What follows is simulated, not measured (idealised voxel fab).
process module | voxel self aligned contacts
cross-section cut | 215 nm wide | cells 5 nm
A cross-section is a grid of square cells, given in bands from the top down. A band is one or more rows of cells.
Each band's line starts with the height of the band's top and of its bottom, in nm. Then come its materials from left to right, each with its width in nm. One material with "throughout" fills the band from edge to edge. "air" is empty space.
Height 0 is the level under which the wafer as received is all one material. The lowest band goes on downwards, as in "0 down".
A width such as "30 to 40" changes by the same amount from each row of cells to the next, from the band's top row to its bottom row.
"no change" after a step means that no cell of the cross-section changed.
closed voids: empty space of 8 cells or more with no open way to the top, each as width x height at its distance from the left edge, in nm
after a step's settings: what the simulator itself notes on the step
overlay nm, on a step with a mask: how far to the right of its planned place the mask lay; to the left if negative
plan
1 op RECEIVE | material Si
2 op CONFORMAL_DEP | material SiO2 | thk nm 5
3 op DIRECTIONAL_DEP | material polySi | thk nm 20
4 op DIRECTIONAL_DEP | material SiN | thk nm 25
5 op PATTERN | tone cover | mask id GATE | material resist | width nm 35 | pitch nm 75 | thk nm 15 | overlay nm 0
6 op DIRECTIONAL_ETCH | etch materials SiN | depth nm 25
7 op DIRECTIONAL_ETCH | etch materials polySi | depth nm 20
8 op STRIP | etch materials resist
9 op CONFORMAL_DEP | material SiN | thk nm 10
10 op DIRECTIONAL_ETCH | etch materials SiN | depth nm 10
11 op FILL_DEP | material SiO2 | thk nm 20
12 op CMP | height nm 60
13 op DIRECTIONAL_DEP | material aC | thk nm 10
14 op PATTERN | tone open | mask id CONTACT | material resist | width nm 50 | pitch nm 75 | thk nm 25 | overlay nm 0
15 op DIRECTIONAL_ETCH | etch materials aC | depth nm 10
16 op STRIP | etch materials resist
17 op DIRECTIONAL_ETCH | etch materials SiO2 | depth nm 60
18 op STRIP | etch materials aC
19 op CONFORMAL_DEP | material TiN | thk nm 5
20 op FILL_DEP | material Ru | thk nm 10
21 op CMP | height nm 60
22 op CONFORMAL_DEP | material SiCN | thk nm 5
first wafer, as planned
as received, after step 1
  0 down: Si throughout
  closed voids: none
after step 2
  5 to 0: SiO2 throughout
  below 0: unchanged
after step 3
  25 to 5: polySi throughout
  below 5: unchanged
after step 4
  50 to 25: SiN throughout
  below 25: unchanged
after step 5
  65 to 50: air 15 | resist 35 | air 40 | resist 35 | air 40 | resist 35 | air 15
  below 50: unchanged
after step 6
  65 to 50: air 15 | resist 35 | air 40 | resist 35 | air 40 | resist 35 | air 15
  50 to 25: air 15 | SiN 35 | air 40 | SiN 35 | air 40 | SiN 35 | air 15
  below 25: unchanged
after step 7
  65 to 50: air 15 | resist 35 | air 40 | resist 35 | air 40 | resist 35 | air 15
  50 to 25: air 15 | SiN 35 | air 40 | SiN 35 | air 40 | SiN 35 | air 15
  25 to 5: air 15 | polySi 35 | air 40 | polySi 35 | air 40 | polySi 35 | air 15
  below 5: unchanged
after step 8
  50 to 25: air 15 | SiN 35 | air 40 | SiN 35 | air 40 | SiN 35 | air 15
  below 25: unchanged
after step 9
  60 to 25: air 5 | SiN 55 | air 20 | SiN 55 | air 20 | SiN 55 | air 5
  25 to 15: air 5 | SiN 10 | polySi 35 | SiN 10 | air 20 | SiN 10 | polySi 35 | SiN 10 | air 20 | SiN 10 | polySi 35 | SiN 10 | air 5
  15 to 5: SiN 15 | polySi 35 | SiN 40 | polySi 35 | SiN 40 | polySi 35 | SiN 15
  below 5: unchanged
after step 10
  50 to 25: air 5 | SiN 55 | air 20 | SiN 55 | air 20 | SiN 55 | air 5
  25 to 5: air 5 | SiN 10 | polySi 35 | SiN 10 | air 20 | SiN 10 | polySi 35 | SiN 10 | air 20 | SiN 10 | polySi 35 | SiN 10 | air 5
  below 5: unchanged
after step 11
  70 to 50: SiO2 throughout
  50 to 25: SiO2 5 | SiN 55 | SiO2 20 | SiN 55 | SiO2 20 | SiN 55 | SiO2 5
  25 to 5: SiO2 5 | SiN 10 | polySi 35 | SiN 10 | SiO2 20 | SiN 10 | polySi 35 | SiN 10 | SiO2 20 | SiN 10 | polySi 35 | SiN 10 | SiO2 5
  below 5: unchanged
after step 12
  60 to 50: SiO2 throughout
  below 50: unchanged
after step 13
  70 to 60: aC throughout
  below 60: unchanged
after step 14
  95 to 70: resist 45 | air 50 | resist 25 | air 50 | resist 45
  below 70: unchanged
after step 15
  85 to 70: resist 45 | air 50 | resist 25 | air 50 | resist 45
  70 to 60: aC 45 | air 50 | aC 25 | air 50 | aC 45
  below 60: unchanged
after step 16
  70 to 60: aC 45 | air 50 | aC 25 | air 50 | aC 45
  below 60: unchanged
after step 17
  70 to 60: aC 45 | air 50 | aC 25 | air 50 | aC 45
  60 to 50: SiO2 45 | air 50 | SiO2 25 | air 50 | SiO2 45
  50 to 25: SiO2 5 | SiN 55 | air 20 | SiN 55 | air 20 | SiN 55 | SiO2 5
  25 to 5: SiO2 5 | SiN 10 | polySi 35 | SiN 10 | air 20 | SiN 10 | polySi 35 | SiN 10 | air 20 | SiN 10 | polySi 35 | SiN 10 | SiO2 5
  5 to 0: SiO2 60 | air 20 | SiO2 55 | air 20 | SiO2 60
  below 0: unchanged
after step 18
  60 to 50: SiO2 45 | air 50 | SiO2 25 | air 50 | SiO2 45
  below 50: unchanged
after step 19
  65 to 60: TiN 50 | air 40 | TiN 35 | air 40 | TiN 50
  60 to 50: SiO2 45 | TiN 5 to 20 | air 40 to 10 | TiN 5 to 20 | SiO2 25 | TiN 5 to 20 | air 40 to 10 | TiN 5 to 20 | SiO2 45
  50 to 25: SiO2 5 | SiN 55 | TiN 5 | air 10 | TiN 5 | SiN 55 | TiN 5 | air 10 | TiN 5 | SiN 55 | SiO2 5
  25 to 5: SiO2 5 | SiN 10 | polySi 35 | SiN 10 | TiN 5 | air 10 | TiN 5 | SiN 10 | polySi 35 | SiN 10 | TiN 5 | air 10 | TiN 5 | SiN 10 | polySi 35 | SiN 10 | SiO2 5
  5 to 0: SiO2 60 | TiN 20 | SiO2 55 | TiN 20 | SiO2 60
  below 0: unchanged
after step 20
  75 to 65: Ru throughout
  65 to 60: TiN 50 | Ru 40 | TiN 35 | Ru 40 | TiN 50
  60 to 50: SiO2 45 | TiN 5 to 20 | Ru 40 to 10 | TiN 5 to 20 | SiO2 25 | TiN 5 to 20 | Ru 40 to 10 | TiN 5 to 20 | SiO2 45
  50 to 25: SiO2 5 | SiN 55 | TiN 5 | Ru 10 | TiN 5 | SiN 55 | TiN 5 | Ru 10 | TiN 5 | SiN 55 | SiO2 5
  25 to 5: SiO2 5 | SiN 10 | polySi 35 | SiN 10 | TiN 5 | Ru 10 | TiN 5 | SiN 10 | polySi 35 | SiN 10 | TiN 5 | Ru 10 | TiN 5 | SiN 10 | polySi 35 | SiN 10 | SiO2 5
  below 5: unchanged
after step 21
  60 to 50: SiO2 45 | TiN 5 to 20 | Ru 40 to 10 | TiN 5 to 20 | SiO2 25 | TiN 5 to 20 | Ru 40 to 10 | TiN 5 to 20 | SiO2 45
  below 50: unchanged
after step 22
  65 to 60: SiCN throughout
  below 60: unchanged
second wafer: like start, like plan, one mistake. Through step 1 it matches the first wafer
when step 2 should have ended
  20 to 0: polySi throughout
  below 0: unchanged
when step 3 should have ended
  25 to 20: SiO2 throughout
  below 20: unchanged
when step 4 should have ended
  50 to 25: SiN throughout
  below 25: unchanged
when step 5 should have ended
  65 to 50: air 15 | resist 35 | air 40 | resist 35 | air 40 | resist 35 | air 15
  below 50: unchanged
when step 6 should have ended
  65 to 50: air 15 | resist 35 | air 40 | resist 35 | air 40 | resist 35 | air 15
  50 to 25: air 15 | SiN 35 | air 40 | SiN 35 | air 40 | SiN 35 | air 15
  below 25: unchanged
when step 7 should have ended: no change
when step 8 should have ended
  50 to 25: air 15 | SiN 35 | air 40 | SiN 35 | air 40 | SiN 35 | air 15
  below 25: unchanged
when step 9 should have ended
  60 to 35: air 5 | SiN 55 | air 20 | SiN 55 | air 20 | SiN 55 | air 5
  35 to 25: SiN throughout
  below 25: unchanged
when step 10 should have ended
  50 to 25: air 5 | SiN 55 | air 20 | SiN 55 | air 20 | SiN 55 | air 5
  below 25: unchanged
when step 11 should have ended
  70 to 50: SiO2 throughout
  50 to 25: SiO2 5 | SiN 55 | SiO2 20 | SiN 55 | SiO2 20 | SiN 55 | SiO2 5
  below 25: unchanged
when step 12 should have ended
  60 to 50: SiO2 throughout
  below 50: unchanged
when step 13 should have ended
  70 to 60: aC throughout
  below 60: unchanged
when step 14 should have ended
  95 to 70: resist 45 | air 50 | resist 25 | air 50 | resist 45
  below 70: unchanged
when step 15 should have ended
  85 to 70: resist 45 | air 50 | resist 25 | air 50 | resist 45
  70 to 60: aC 45 | air 50 | aC 25 | air 50 | aC 45
  below 60: unchanged
when step 16 should have ended
  70 to 60: aC 45 | air 50 | aC 25 | air 50 | aC 45
  below 60: unchanged
when step 17 should have ended
  70 to 60: aC 45 | air 50 | aC 25 | air 50 | aC 45
  60 to 50: SiO2 45 | air 50 | SiO2 25 | air 50 | SiO2 45
  50 to 25: SiO2 5 | SiN 55 | air 20 | SiN 55 | air 20 | SiN 55 | SiO2 5
  25 to 20: SiO2 60 | air 20 | SiO2 55 | air 20 | SiO2 60
  below 20: unchanged
when step 18 should have ended
  60 to 50: SiO2 45 | air 50 | SiO2 25 | air 50 | SiO2 45
  below 50: unchanged
when step 19 should have ended
  65 to 60: TiN 50 | air 40 | TiN 35 | air 40 | TiN 50
  60 to 50: SiO2 45 | TiN 5 to 20 | air 40 to 10 | TiN 5 to 20 | SiO2 25 | TiN 5 to 20 | air 40 to 10 | TiN 5 to 20 | SiO2 45
  50 to 25: SiO2 5 | SiN 55 | TiN 5 | air 10 | TiN 5 | SiN 55 | TiN 5 | air 10 | TiN 5 | SiN 55 | SiO2 5
  25 to 20: SiO2 60 | TiN 20 | SiO2 55 | TiN 20 | SiO2 60
  below 20: unchanged
when step 20 should have ended
  75 to 65: Ru throughout
  65 to 60: TiN 50 | Ru 40 | TiN 35 | Ru 40 | TiN 50
  60 to 50: SiO2 45 | TiN 5 to 20 | Ru 40 to 10 | TiN 5 to 20 | SiO2 25 | TiN 5 to 20 | Ru 40 to 10 | TiN 5 to 20 | SiO2 45
  50 to 25: SiO2 5 | SiN 55 | TiN 5 | Ru 10 | TiN 5 | SiN 55 | TiN 5 | Ru 10 | TiN 5 | SiN 55 | SiO2 5
  below 25: unchanged
when step 21 should have ended
  60 to 50: SiO2 45 | TiN 5 to 20 | Ru 40 to 10 | TiN 5 to 20 | SiO2 25 | TiN 5 to 20 | Ru 40 to 10 | TiN 5 to 20 | SiO2 45
  below 50: unchanged
when step 22 should have ended
  65 to 60: SiCN throughout
  below 60: unchanged
what went wrong: steps 2 and 3 were swapped
at the end the second wafer has, in cells: 16 fewer of Ru | 48 fewer of SiN | 8 fewer of SiO2 | 16 fewer of TiN | 88 more of polySi
